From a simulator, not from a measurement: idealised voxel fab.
Module name: voxel gate over fins (process module)
In the cross-section labelled cut, the width is 185 nm and each square cell is 5 nm.
A cross-section is a grid of square cells, given in bands from the top down. A band is one or more rows of cells.
Per band: top height and bottom height in nm, followed by the left-to-right materials and their widths in nm; "throughout" marks a single material spanning edge to edge, "air" marks empty space.
Height reference: 0 = level under which incoming wafer is all one material. Lowest band: no bottom, runs on downward, e.g. "0..down".
Graded width ("30 to 40"): value in top row of band = first number; value in bottom row = second number; row-to-row change constant.
No cell of the cross-section changed in a step that is given as "changes: none".
Listed in "Voids, sealed": every empty space of 8 or more cells without an open way to the top. Form: width x height at distance, the distance being from the left edge, all in nm.
Anything after a step's settings on that line? It's the simulator's own note about the step.
overlay nm: on a step with a mask, how far right of its planned place the mask lay; negative means left.

## Process steps foreseen in the plan
1 RECEIVE,material Si
2 CONFORMAL_DEP,material SiN,thk nm 10
3 PATTERN,tone cover,mask id FINS,material resist,width nm 15,pitch nm 45,thk nm 15,overlay nm 0
4 DIRECTIONAL_ETCH,etch materials SiN,depth nm 10
5 DIRECTIONAL_ETCH,etch materials Si,depth nm 35
6 STRIP,etch materials resist
7 OXIDIZE,depth nm 5
8 FILL_DEP,material SiO2,thk nm 5
9 CMP,height nm 10
10 SELECTIVE_ETCH,etch materials SiO2,depth nm 25
11 STRIP,etch materials SiN
12 CONFORMAL_DEP,material HfO2,thk nm 5
13 CONFORMAL_DEP,material TiN,thk nm 5
14 FILL_DEP,material W,thk nm 10
15 CMP,height nm 15
16 CONFORMAL_DEP,material SiCN,thk nm 5

## Shown in cross-section is the wafer as received, that is, as it stands after step 1
	0..down: Si throughout
	Voids, sealed: none

## Run as planned - first of the two wafers cross-sectioned at the end of the module
	20..15: SiCN throughout
	15..10: W throughout
	10..5: 55 W; 25 TiN; 20 W; 25 TiN; 60 W
	5..0: 55 W; 5 TiN; 15 HfO2; 5 TiN; 20 W; 5 TiN; 15 HfO2; 5 TiN; 60 W
	0..-5: 55 W; 5 TiN; 5 HfO2; 5 Si; 5 HfO2; 5 TiN; 20 W; 5 TiN; 5 HfO2; 5 Si; 5 HfO2; 5 TiN; 60 W
	-5..-10: 60 TiN; 5 HfO2; 5 Si; 5 HfO2; 30 TiN; 5 HfO2; 5 Si; 5 HfO2; 65 TiN
	-10..-15: 65 HfO2; 5 Si; 40 HfO2; 5 Si; 70 HfO2
	-15..-40: 65 SiO2; 5 Si; 40 SiO2; 5 Si; 70 SiO2
	-40..down: Si throughout
	Voids, sealed: none

## Cross-section of the latter of the two wafers at module completion. It had an identical start and an identical plan to the former; in running it, one mistake was made
	20..15: SiCN throughout
	15..10: W throughout
	10..5: 55 W; 25 TiN; 20 W; 25 TiN; 60 W
	5..0: 60 TiN; 15 HfO2; 30 TiN; 15 HfO2; 65 TiN
	0..-5: 65 HfO2; 5 Si; 40 HfO2; 5 Si; 70 HfO2
	-5..-40: 65 SiO2; 5 Si; 40 SiO2; 5 Si; 70 SiO2
	-40..down: Si throughout
	Voids, sealed: none
Nonconformance to the process plan: step 10 off recipe, ran as SELECTIVE_ETCH,etch materials SiO2,depth nm 15
At the finish, the second wafer shows more or fewer cells for some materials than the first does: 8 fewer of HfO2 | 70 more of SiO2 | 8 fewer of TiN | 54 fewer of W
